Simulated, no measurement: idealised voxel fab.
Herein follows the process module entitled voxel quadruple lines.
We display cut, a cross-section 225 nm in width whose square cells are each 5 nm.
The cross-sections in this document take the form of a grid made of square cells. They are written out as bands, in order from top to bottom. Each band consists of one or more rows of cells.
A band entry consists of two parts. The first gives the height of the band's top and the height of its bottom, in nm. The rest lists the band's materials from left to right, each with its width in nm. A single material labelled with the word "throughout" fills the band from edge to edge, and the word "empty" marks empty space.
Beneath 0, the wafer as received is one material, and that level is where height counting begins. The lowest band goes on downward without a bottom; it is written like "0 and below".
You'd read "30 to 40" like this: the band's top row of cells is as wide as the first number, its bottom row is as wide as the second, and going down, every row changes width by the same amount as the row before did.
The designation "left unchanged", where it is given for a processing step, indicates that no cell of the cross-section was altered in the course of that step.
The label "Tabulated closed voids" introduces a list of the empty spaces, 8 cells or larger, that have no open way up to the top; each entry in it reads width x height at distance, where the distance is taken from the left edge and all three are stated in nm.
On a step's line, text after the settings is the simulator commenting on that step.
overlay nm: step with mask; distance mask lay right of planned place; negative value = left of planned place.
So the way this works: pairs, before and after one process step. The after picture only goes down to the lowest band that actually changed, nothing below. Step and its settings are under each pair. And watch out, pairs might come from different runs of this module, same starting wafer though, so a pair only follows on from the one above if its "State before" entry tells you so.
State before:
* 50 down to 30 | empty=100 | SiO2=20 | empty=105
* 30 down to 15 | empty=100 | polySi=20 | empty=105
* 15 down to 5 | W throughout
* 5 down to 0 | SiO2 throughout
* 0 and below | Si throughout
* Tabulated closed voids: none
State After Step:
* 30 down to 15 | empty=100 | polySi=20 | empty=105
* Under the height 15 nothing was changed.
* Tabulated closed voids: none
Step between the pre-process and post-process cross-sections given above: STRIP, etch materials SiO2
State before: carried over from the after image of the pair right above.
State After Step:
* 35 down to 30 | empty=95 | SiCN=30 | empty=100
* 30 down to 20 | empty=95 | SiCN=5 | polySi=20 | SiCN=5 | empty=100
* 20 down to 15 | SiCN=100 | polySi=20 | SiCN=105
* Under the height 15 nothing was changed.
* Tabulated closed voids: none
Step between the pre-process and post-process cross-sections given above: CONFORMAL_DEP, material SiCN, thk nm 5
State before: carried over from the after image of the pair right above.
State After Step:
* 30 down to 15 | empty=95 | SiCN=5 | polySi=20 | SiCN=5 | empty=100
* Under the height 15 nothing was changed.
* Tabulated closed voids: none
Step between the pre-process and post-process cross-sections given above: DIRECTIONAL_ETCH, etch materials SiCN, depth nm 5
State before: carried over from the after image of the pair right above.
State After Step:
* 30 down to 15 | empty=95 | SiCN=5 | empty=20 | SiCN=5 | empty=100
* Under the height 15 nothing was changed.
* Tabulated closed voids: none
Step between the pre-process and post-process cross-sections given above: STRIP, etch materials polySi
State before: carried over from the after image of the pair right above.
State After Step:
* 30 down to 15 | empty=95 | SiCN=5 | empty=20 | SiCN=5 | empty=100
* 15 down to 5 | empty=95 | W=5 | empty=20 | W=5 | empty=100
* Under the height 5 nothing was changed.
* Tabulated closed voids: none
Step between the pre-process and post-process cross-sections given above: DIRECTIONAL_ETCH, etch materials W, depth nm 10
State before: carried over from the after image of the pair right above.
State After Step:
* 15 down to 5 | empty=95 | W=5 | empty=20 | W=5 | empty=100
* Under the height 5 nothing was changed.
* Tabulated closed voids: none
Step between the pre-process and post-process cross-sections given above: STRIP, etch materials SiCN
State before: carried over from the after image of the pair right above.
State After Step:
* 25 down to 15 | SiO2 throughout
* 15 down to 5 | SiO2=95 | W=5 | SiO2=20 | W=5 | SiO2=100
* Under the height 5 nothing was changed.
* Tabulated closed voids: none
Step between the pre-process and post-process cross-sections given above: FILL_DEP, material SiO2, thk nm 10
State before: carried over from the after image of the pair right above.
State After Step:
* 15 down to 5 | SiO2=95 | W=5 | SiO2=20 | W=5 | SiO2=100
* Under the height 5 nothing was changed.
* Tabulated closed voids: none
Step between the pre-process and post-process cross-sections given above: CMP, height nm 15
